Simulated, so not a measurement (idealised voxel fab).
process module | voxel trench capacitor
Square cells of 5 nm make up the cross-section cut, whose width is 285 nm.
A cross-section is a grid of square cells, given in bands from the top down. A band is one or more rows of cells. Band entry format. Leading values: height of top, height of bottom, nm. Remainder: materials in left-to-right order, each with its width in nm. Special words: "edge to edge" on a single material, which then fills the band edge to edge; "air", empty space. Heights are measured from 0, the level below which the as-received wafer is all one material; the lowest band has no bottom and continues downward, written as in "0 down". The notation "30..40" denotes a width that varies across the rows of cells in the band, beginning at the first number in the top row, finishing at the second number in the bottom row, and changing by an identical amount from each row to the next. It should be understood that the words "nothing was modified", when stated for a given step, signify that the cross-section underwent no change in any of its cells during that step. Each empty space that has no open way to the top and spans at least 8 cells appears under "Voids lacking openings" as width x height at distance, the distance counted from the left edge, all in nm. Where a step's line continues beyond its settings, the continuation is a remark by the simulator itself on that step. What "overlay nm" on a step's line means: if the step has a mask, that mask lay this far to the right of its planned place, or, when the value is negative, to the left.
## Steps planned for the process
| 1 | RECEIVE,material Si |
| 2 | CONFORMAL_DEP,material SiN,thk nm 10 |
| 3 | PATTERN,tone open,mask id TRENCH,material resist,width nm 25,pitch nm 55,thk nm 20,overlay nm 0 |
| 4 | DIRECTIONAL_ETCH,etch materials SiN,depth nm 10 |
| 5 | DIRECTIONAL_ETCH,etch materials Si,depth nm 40 |
| 6 | STRIP,etch materials resist |
| 7 | CONFORMAL_DEP,material HfO2,thk nm 5 |
| 8 | CONFORMAL_DEP,material TiN,thk nm 5 |
| 9 | FILL_DEP,material W,thk nm 10 |
| 10 | CMP,height nm 10 |
## Cross-section: wafer on arrival = after step 1
	0 down  Si edge to edge
	Voids lacking openings: none
## a wafer at the end: this start, this plan, one mistake
	10 to 0  SiN: 110 | HfO2: 5 | TiN: 5 | W: 5 | TiN: 5 | HfO2: 5 | SiN: 30 | HfO2: 5 | TiN: 5 | W: 5 | TiN: 5 | HfO2: 5 | SiN: 95
	0 to -30  Si: 110 | HfO2: 5 | TiN: 5 | W: 5 | TiN: 5 | HfO2: 5 | Si: 30 | HfO2: 5 | TiN: 5 | W: 5 | TiN: 5 | HfO2: 5 | Si: 95
	-30 to -35  Si: 110 | HfO2: 5 | TiN: 15 | HfO2: 5 | Si: 30 | HfO2: 5 | TiN: 15 | HfO2: 5 | Si: 95
	-35 to -40  Si: 110 | HfO2: 25 | Si: 30 | HfO2: 25 | Si: 95
	-40 down  Si edge to edge
	Voids lacking openings: none
Finding, execution versus plan: step 3 did not use the planned setting and instead ran as PATTERN,tone open,mask id TRENCH,material resist,width nm 25,pitch nm 55,thk nm 20,overlay nm 10
